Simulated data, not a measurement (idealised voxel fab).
The process module that follows is named voxel gate over fins.
For reference, the cross-section in this document is cut, with width 290 nm and square cells of 5 nm.
Reading order for cross-sections: top band down to bottom band. Underlying form: a grid of square cells. Band size: one or more rows of cells. Heads up on the band format: heights come first, top then bottom, in nm. After that it's the materials left to right, each with its width in nm. A single material flagged "edge to edge" fills the whole band edge to edge, and "blank" means there's empty space there. Heights are expressed relative to 0, this being the level below which the as-received wafer comprises one material exclusively. The lowest band is unbounded in the downward direction and is denoted as in "z 0 and below". Think of "30 to 40" as a width that walks from the first number to the second as you go down the band, top row to bottom row, taking equal-sized steps from row to row. "stayed the same", as given for a step, is the statement that not any cell of the cross-section underwent a change during that step. This entry, "Enclosed void inventory", enumerates those empty regions of no fewer than 8 cells that possess no open connection to the top. Each region is reported in the form width x height at distance, the distance being taken from the left edge, with all three quantities expressed in nm. It should be noted that, on the line of a given step, the content following the step's settings is a remark produced by the simulator itself with respect to that step. overlay nm: right-of-plan distance of the mask on a masked step; negative values mean left-of-plan.

**Below is the list of planned process steps**
1: RECEIVE,material Si
2: CONFORMAL_DEP,material SiN,thk nm 5
3: PATTERN,tone cover,mask id FINS,material resist,width nm 15,pitch nm 45,thk nm 15,overlay nm 0
4: DIRECTIONAL_ETCH,etch materials SiN,depth nm 5
5: DIRECTIONAL_ETCH,etch materials Si,depth nm 30
6: STRIP,etch materials resist
7: OXIDIZE,depth nm 5
8: FILL_DEP,material SiO2,thk nm 5
9: CMP,height nm 5
10: SELECTIVE_ETCH,etch materials SiO2,depth nm 15
11: STRIP,etch materials SiN
12: CONFORMAL_DEP,material HfO2,thk nm 5
13: CONFORMAL_DEP,material TiN,thk nm 5
14: FILL_DEP,material W,thk nm 15
15: CMP,height nm 20
16: CONFORMAL_DEP,material SiCN,thk nm 10

**First out of two wafers; run went to plan**

**Cross-section of the incoming wafer, state after step 1**
  z 0 and below  Si edge to edge
  Enclosed void inventory: none

**Step 2 done - wafer cross-section**
  z 5 to 0  SiN edge to edge
  Anything lower than 0 is untouched.

**Step 3 done - wafer cross-section**
  z 20 to 5  90 of blank, 15 of resist, 30 of blank, 15 of resist, 30 of blank, 15 of resist, 95 of blank
  Anything lower than 5 is untouched.

**Step 4 done - wafer cross-section**
  z 20 to 5  90 of blank, 15 of resist, 30 of blank, 15 of resist, 30 of blank, 15 of resist, 95 of blank
  z 5 to 0  90 of blank, 15 of SiN, 30 of blank, 15 of SiN, 30 of blank, 15 of SiN, 95 of blank
  Anything lower than 0 is untouched.

**Step 5 done - wafer cross-section**
  z 20 to 5  90 of blank, 15 of resist, 30 of blank, 15 of resist, 30 of blank, 15 of resist, 95 of blank
  z 5 to 0  90 of blank, 15 of SiN, 30 of blank, 15 of SiN, 30 of blank, 15 of SiN, 95 of blank
  z 0 to -30  90 of blank, 15 of Si, 30 of blank, 15 of Si, 30 of blank, 15 of Si, 95 of blank
  Anything lower than -30 is untouched.

**Step 6 done - wafer cross-section**
  z 5 to 0  90 of blank, 15 of SiN, 30 of blank, 15 of SiN, 30 of blank, 15 of SiN, 95 of blank
  Anything lower than 0 is untouched.

**Step 7 done - wafer cross-section**
  z 5 to 0  90 of blank, 15 of SiN, 30 of blank, 15 of SiN, 30 of blank, 15 of SiN, 95 of blank
  z 0 to -30  90 of blank, 5 of SiO2, 5 of Si, 5 of SiO2, 30 of blank, 5 of SiO2, 5 of Si, 5 of SiO2, 30 of blank, 5 of SiO2, 5 of Si, 5 of SiO2, 95 of blank
  z -30 to -35  95 of SiO2, 5 of Si, 40 of SiO2, 5 of Si, 40 of SiO2, 5 of Si, 100 of SiO2
  Anything lower than -35 is untouched.

**Step 8 done - wafer cross-section**
  z 10 to 5  SiO2 edge to edge
  z 5 to 0  90 of SiO2, 15 of SiN, 30 of SiO2, 15 of SiN, 30 of SiO2, 15 of SiN, 95 of SiO2
  z 0 to -35  95 of SiO2, 5 of Si, 40 of SiO2, 5 of Si, 40 of SiO2, 5 of Si, 100 of SiO2
  Anything lower than -35 is untouched.

**Step 9 done - wafer cross-section**
  z 5 to 0  90 of SiO2, 15 of SiN, 30 of SiO2, 15 of SiN, 30 of SiO2, 15 of SiN, 95 of SiO2
  Anything lower than 0 is untouched.

**Step 10 done - wafer cross-section**
  z 5 to 0  90 of blank, 15 of SiN, 30 of blank, 15 of SiN, 30 of blank, 15 of SiN, 95 of blank
  z 0 to -10  95 of blank, 5 of Si, 40 of blank, 5 of Si, 40 of blank, 5 of Si, 100 of blank
  Anything lower than -10 is untouched.

**Step 11 done - wafer cross-section**
  z 0 to -10  95 of blank, 5 of Si, 40 of blank, 5 of Si, 40 of blank, 5 of Si, 100 of blank
  Anything lower than -10 is untouched.

**Step 12 done - wafer cross-section**
  z 5 to 0  90 of blank, 15 of HfO2, 30 of blank, 15 of HfO2, 30 of blank, 15 of HfO2, 95 of blank
  z 0 to -5  90 of blank, 5 of HfO2, 5 of Si, 5 of HfO2, 30 of blank, 5 of HfO2, 5 of Si, 5 of HfO2, 30 of blank, 5 of HfO2, 5 of Si, 5 of HfO2, 95 of blank
  z -5 to -10  95 of HfO2, 5 of Si, 40 of HfO2, 5 of Si, 40 of HfO2, 5 of Si, 100 of HfO2
  Anything lower than -10 is untouched.

**Step 13 done - wafer cross-section**
  z 10 to 5  85 of blank, 25 of TiN, 20 of blank, 25 of TiN, 20 of blank, 25 of TiN, 90 of blank
  z 5 to 0  85 of blank, 5 of TiN, 15 of HfO2, 5 of TiN, 20 of blank, 5 of TiN, 15 of HfO2, 5 of TiN, 20 of blank, 5 of TiN, 15 of HfO2, 5 of TiN, 90 of blank
  z 0 to -5  90 of TiN, 5 of HfO2, 5 of Si, 5 of HfO2, 30 of TiN, 5 of HfO2, 5 of Si, 5 of HfO2, 30 of TiN, 5 of HfO2, 5 of Si, 5 of HfO2, 95 of TiN
  Anything lower than -5 is untouched.

**Step 14 done - wafer cross-section**
  z 25 to 10  W edge to edge
  z 10 to 5  85 of W, 25 of TiN, 20 of W, 25 of TiN, 20 of W, 25 of TiN, 90 of W
  z 5 to 0  85 of W, 5 of TiN, 15 of HfO2, 5 of TiN, 20 of W, 5 of TiN, 15 of HfO2, 5 of TiN, 20 of W, 5 of TiN, 15 of HfO2, 5 of TiN, 90 of W
  Anything lower than 0 is untouched.

**Step 15 done - wafer cross-section**
  z 20 to 10  W edge to edge
  Anything lower than 10 is untouched.

**Step 16 done - wafer cross-section**
  z 30 to 20  SiCN edge to edge
  Anything lower than 20 is untouched.

**Here the second wafer is described. Its start and its plan were those of the first wafer. Its run contained one mistake. Up to and including step 15, it did exactly what the first wafer did**

**Cross-section of the second wafer at the time step 16 of the plan should have ended**
  z 35 to 20  SiCN edge to edge
  Anything lower than 20 is untouched.
What went wrong in running the wafer? step 16 went in with a setting other than planned; the actual run was CONFORMAL_DEP,material SiCN,thk nm 15
Counted in cells at the end, the second wafer holds more or fewer of these materials than the first: 58 more of SiCN
